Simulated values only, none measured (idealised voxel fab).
This section sets out a process module, namely voxel self aligned contacts.
Cross-section cut: width 245 nm, square cells of 5 nm.
For the purposes of this document, a cross-section shall be understood as a grid of square cells, specified as bands listed in top-to-bottom order, each band consisting of one or more rows of cells.
A band entry consists of two parts. The first gives the height of the band's top and the height of its bottom, in nm. The rest lists the band's materials from left to right, each with its width in nm. A single material labelled with the word "everywhere" fills the band from edge to edge, and the word "empty" marks empty space.
Heights are measured from 0, the level below which the as-received wafer is all one material; the lowest band has no bottom and continues downward, written as in "0 nm and below".
Per-row width for "30 to 40": begins at first number (top row of band), ends at second number (bottom row), increment between rows held constant.
It should be understood that the words "no change occurred", when stated for a given step, signify that the cross-section underwent no change in any of its cells during that step.
Empty spaces without an open route to the top, at least 8 cells in extent, make up the entry "closed voids"; each is given as width x height at distance, where the distance is measured from the left edge, and all are in nm.
Anything after a step's settings on that line? It's the simulator's own note about the step.
"overlay nm", when on a step's line for a step with a mask, measures how far to the right of its planned place the mask lay; a negative measure means to the left.

Process steps - plan:
1. RECEIVE: material Si
2. OXIDIZE: depth nm 5
3. DIRECTIONAL_DEP: material polySi, thk nm 20
4. DIRECTIONAL_DEP: material SiN, thk nm 20
5. PATTERN: tone cover, mask id GATE, material resist, width nm 35, pitch nm 60, thk nm 20, overlay nm 0
6. DIRECTIONAL_ETCH: etch materials SiN, depth nm 20
7. DIRECTIONAL_ETCH: etch materials polySi, depth nm 20
8. STRIP: etch materials resist
9. CONFORMAL_DEP: material SiN, thk nm 5
10. DIRECTIONAL_ETCH: etch materials SiN, depth nm 5
11. FILL_DEP: material SiO2, thk nm 10
12. CMP: height nm 45
13. MASKED_ETCH: tone open, mask id CONTACT, width nm 45, etch materials SiO2, depth nm 50, overlay nm 0
14. CONFORMAL_DEP: material TiN, thk nm 5
15. FILL_DEP: material W, thk nm 10
16. CMP: height nm 45
17. CONFORMAL_DEP: material SiN, thk nm 5

Concerning the first of two wafers, which was run in accordance with the plan:

Wafer at receipt (post step 1), cross-section:
- 0 nm and below: Si everywhere
- closed voids: none

Wafer xsec, post step 2:
- 0 nm to -5 nm: SiO2 everywhere
- Everything under -5 stays put, no change at all.

Wafer xsec, post step 3:
- 20 nm to 0 nm: polySi everywhere
- Everything under 0 stays put, no change at all.

Wafer xsec, post step 4:
- 40 nm to 20 nm: SiN everywhere
- Everything under 20 stays put, no change at all.

Wafer xsec, post step 5:
- 60 nm to 40 nm: 75 of empty, then 35 of resist, then 25 of empty, then 35 of resist, then 75 of empty
- Everything under 40 stays put, no change at all.

Wafer xsec, post step 6:
- 60 nm to 40 nm: 75 of empty, then 35 of resist, then 25 of empty, then 35 of resist, then 75 of empty
- 40 nm to 20 nm: 75 of empty, then 35 of SiN, then 25 of empty, then 35 of SiN, then 75 of empty
- Everything under 20 stays put, no change at all.

Wafer xsec, post step 7:
- 60 nm to 40 nm: 75 of empty, then 35 of resist, then 25 of empty, then 35 of resist, then 75 of empty
- 40 nm to 20 nm: 75 of empty, then 35 of SiN, then 25 of empty, then 35 of SiN, then 75 of empty
- 20 nm to 0 nm: 75 of empty, then 35 of polySi, then 25 of empty, then 35 of polySi, then 75 of empty
- Everything under 0 stays put, no change at all.

Wafer xsec, post step 8:
- 40 nm to 20 nm: 75 of empty, then 35 of SiN, then 25 of empty, then 35 of SiN, then 75 of empty
- Everything under 20 stays put, no change at all.

Wafer xsec, post step 9:
- 45 nm to 20 nm: 70 of empty, then 45 of SiN, then 15 of empty, then 45 of SiN, then 70 of empty
- 20 nm to 5 nm: 70 of empty, then 5 of SiN, then 35 of polySi, then 5 of SiN, then 15 of empty, then 5 of SiN, then 35 of polySi, then 5 of SiN, then 70 of empty
- 5 nm to 0 nm: 75 of SiN, then 35 of polySi, then 25 of SiN, then 35 of polySi, then 75 of SiN
- Everything under 0 stays put, no change at all.

Wafer xsec, post step 10:
- 40 nm to 20 nm: 70 of empty, then 45 of SiN, then 15 of empty, then 45 of SiN, then 70 of empty
- 20 nm to 0 nm: 70 of empty, then 5 of SiN, then 35 of polySi, then 5 of SiN, then 15 of empty, then 5 of SiN, then 35 of polySi, then 5 of SiN, then 70 of empty
- Everything under 0 stays put, no change at all.

Wafer xsec, post step 11:
- 50 nm to 40 nm: SiO2 everywhere
- 40 nm to 20 nm: 70 of SiO2, then 45 of SiN, then 15 of SiO2, then 45 of SiN, then 70 of SiO2
- 20 nm to 0 nm: 70 of SiO2, then 5 of SiN, then 35 of polySi, then 5 of SiN, then 15 of SiO2, then 5 of SiN, then 35 of polySi, then 5 of SiN, then 70 of SiO2
- Everything under 0 stays put, no change at all.

Wafer xsec, post step 12:
- 45 nm to 40 nm: SiO2 everywhere
- Everything under 40 stays put, no change at all.

Wafer xsec, post step 13:
- 45 nm to 40 nm: 100 of SiO2, then 45 of empty, then 100 of SiO2
- 40 nm to 20 nm: 70 of SiO2, then 45 of SiN, then 15 of empty, then 45 of SiN, then 70 of SiO2
- 20 nm to 0 nm: 70 of SiO2, then 5 of SiN, then 35 of polySi, then 5 of SiN, then 15 of empty, then 5 of SiN, then 35 of polySi, then 5 of SiN, then 70 of SiO2
- 0 nm to -5 nm: 115 of SiO2, then 15 of empty, then 115 of SiO2
- Everything under -5 stays put, no change at all.

Wafer xsec, post step 14:
- 50 nm to 45 nm: 105 of TiN, then 35 of empty, then 105 of TiN
- 45 nm to 40 nm: 100 of SiO2, then 20 of TiN, then 5 of empty, then 20 of TiN, then 100 of SiO2
- 40 nm to 20 nm: 70 of SiO2, then 45 of SiN, then 5 of TiN, then 5 of empty, then 5 of TiN, then 45 of SiN, then 70 of SiO2
- 20 nm to 0 nm: 70 of SiO2, then 5 of SiN, then 35 of polySi, then 5 of SiN, then 5 of TiN, then 5 of empty, then 5 of TiN, then 5 of SiN, then 35 of polySi, then 5 of SiN, then 70 of SiO2
- 0 nm to -5 nm: 115 of SiO2, then 15 of TiN, then 115 of SiO2
- Everything under -5 stays put, no change at all.

Wafer xsec, post step 15:
- 60 nm to 50 nm: W everywhere
- 50 nm to 45 nm: 105 of TiN, then 35 of W, then 105 of TiN
- 45 nm to 40 nm: 100 of SiO2, then 20 of TiN, then 5 of W, then 20 of TiN, then 100 of SiO2
- 40 nm to 20 nm: 70 of SiO2, then 45 of SiN, then 5 of TiN, then 5 of W, then 5 of TiN, then 45 of SiN, then 70 of SiO2
- 20 nm to 0 nm: 70 of SiO2, then 5 of SiN, then 35 of polySi, then 5 of SiN, then 5 of TiN, then 5 of W, then 5 of TiN, then 5 of SiN, then 35 of polySi, then 5 of SiN, then 70 of SiO2
- Everything under 0 stays put, no change at all.

Wafer xsec, post step 16:
- 45 nm to 40 nm: 100 of SiO2, then 20 of TiN, then 5 of W, then 20 of TiN, then 100 of SiO2
- Everything under 40 stays put, no change at all.

Wafer xsec, post step 17:
- 50 nm to 45 nm: SiN everywhere
- Everything under 45 stays put, no change at all.

What follows concerns the second wafer, which started out like the first and was meant to follow the very same plan; one mistake crept in when it was run, but everything up to and including step 12 is the same as for the first wafer:

Second wafer, section view, time point: scheduled end of step 13:
- 45 nm to 40 nm: 100 of SiO2, then 50 of empty, then 95 of SiO2
- 40 nm to 20 nm: 70 of SiO2, then 45 of SiN, then 15 of empty, then 45 of SiN, then 70 of SiO2
- 20 nm to 0 nm: 70 of SiO2, then 5 of SiN, then 35 of polySi, then 5 of SiN, then 15 of empty, then 5 of SiN, then 35 of polySi, then 5 of SiN, then 70 of SiO2
- 0 nm to -5 nm: 115 of SiO2, then 15 of empty, then 115 of SiO2
- Everything under -5 stays put, no change at all.

Second wafer, section view, time point: scheduled end of step 14:
- 50 nm to 45 nm: 105 of TiN, then 40 of empty, then 100 of TiN
- 45 nm to 40 nm: 100 of SiO2, then 20 of TiN, then 5 of empty, then 25 of TiN, then 95 of SiO2
- 40 nm to 20 nm: 70 of SiO2, then 45 of SiN, then 5 of TiN, then 5 of empty, then 5 of TiN, then 45 of SiN, then 70 of SiO2
- 20 nm to 0 nm: 70 of SiO2, then 5 of SiN, then 35 of polySi, then 5 of SiN, then 5 of TiN, then 5 of empty, then 5 of TiN, then 5 of SiN, then 35 of polySi, then 5 of SiN, then 70 of SiO2
- 0 nm to -5 nm: 115 of SiO2, then 15 of TiN, then 115 of SiO2
- Everything under -5 stays put, no change at all.

Second wafer, section view, time point: scheduled end of step 15:
- 60 nm to 50 nm: W everywhere
- 50 nm to 45 nm: 105 of TiN, then 40 of W, then 100 of TiN
- 45 nm to 40 nm: 100 of SiO2, then 20 of TiN, then 5 of W, then 25 of TiN, then 95 of SiO2
- 40 nm to 20 nm: 70 of SiO2, then 45 of SiN, then 5 of TiN, then 5 of W, then 5 of TiN, then 45 of SiN, then 70 of SiO2
- 20 nm to 0 nm: 70 of SiO2, then 5 of SiN, then 35 of polySi, then 5 of SiN, then 5 of TiN, then 5 of W, then 5 of TiN, then 5 of SiN, then 35 of polySi, then 5 of SiN, then 70 of SiO2
- Everything under 0 stays put, no change at all.

Second wafer, section view, time point: scheduled end of step 16:
- 45 nm to 40 nm: 100 of SiO2, then 20 of TiN, then 5 of W, then 25 of TiN, then 95 of SiO2
- Everything under 40 stays put, no change at all.

Second wafer, section view, time point: scheduled end of step 17:
- 50 nm to 45 nm: SiN everywhere
- Everything under 45 stays put, no change at all.
So what did we get wrong on this run? so step 13 ended up running with a different setting than we planned, it ran as MASKED_ETCH: tone open, mask id CONTACT, width nm 50, etch materials SiO2, depth nm 50, overlay nm 0
Wrapping up, a cell-based count of both wafers puts the second over or under the first for these materials: SiO2: 1 fewer; TiN: 1 more
